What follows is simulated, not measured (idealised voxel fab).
The document below concerns the process module designated voxel plated lines.
Section shown: cut. Width: 210 nm. Cell size: 5 nm, square.
The cross-sections in this document take the form of a grid made of square cells. They are written out as bands, in order from top to bottom. Each band consists of one or more rows of cells.
Each band's line starts with the height of the band's top and of its bottom, in nm. Then come its materials from left to right, each with its width in nm. One material with "edge to edge" fills the band from edge to edge. "blank" is empty space.
Heights are measured from 0, the level below which the as-received wafer is all one material; the lowest band has no bottom and continues downward, written as in "0 and below".
A two-number width, for instance "30->40", indicates that the width is equal to the first number in the top row of the band and to the second number in the bottom row, and that it changes by a constant amount per row of cells.
A step reported as "same as before" is a step in which no cell of the cross-section changed.
Each empty space that has no open way to the top and spans at least 8 cells appears under "Enclosed void inventory" as width x height at distance, the distance counted from the left edge, all in nm.
Read whatever lies past the settings on a step's line as the simulator's own remark about the step.
A step's line can hold "overlay nm"; with a mask on that step, the setting says how far right of the planned place the mask lay, while a negative setting says it lay to the left.

-- These are the steps we planned for the process
| 1 | RECEIVE | material Si |
| 2 | CONFORMAL_DEP | material SiN | thk nm 10 |
| 3 | DIRECTIONAL_DEP | material TiN | thk nm 5 |
| 4 | PATTERN | tone open | mask id LINES | material resist | width nm 20 | pitch nm 45 | thk nm 30 | overlay nm 0 |
| 5 | EPI | material Ru | thk nm 10 |
| 6 | EPI | material Ru | thk nm 10 |
| 7 | STRIP | etch materials resist |
| 8 | DIRECTIONAL_ETCH | etch materials TiN | depth nm 5 |
| 9 | CONFORMAL_DEP | material SiCN | thk nm 5 |

-- So this is the incoming wafer in cross-section - it's already been through step 1
	0 and below = Si edge to edge
	Enclosed void inventory: none

-- The module was run from the start shown above using the plan shown above, but one mistake was made doing it; the resulting wafer cross-section is below
	40 down to 35 = blank=15  SiCN=40  blank=5  SiCN=40  blank=5  SiCN=40  blank=5  SiCN=40  blank=20
	35 down to 15 = blank=15  SiCN=5  Ru=30  SiCN=5  blank=5  SiCN=5  Ru=30  SiCN=5  blank=5  SiCN=5  Ru=30  SiCN=5  blank=5  SiCN=5  Ru=30  SiCN=5  blank=20
	15 down to 10 = SiCN=20  TiN=30  SiCN=15  TiN=30  SiCN=15  TiN=30  SiCN=15  TiN=30  SiCN=25
	10 down to 0 = SiN edge to edge
	0 and below = Si edge to edge
	Enclosed void inventory: none
Where did the run depart from the plan? note that step 4 departed from the planned setting and was carried out as PATTERN | tone open | mask id LINES | material resist | width nm 30 | pitch nm 45 | thk nm 30 | overlay nm 0
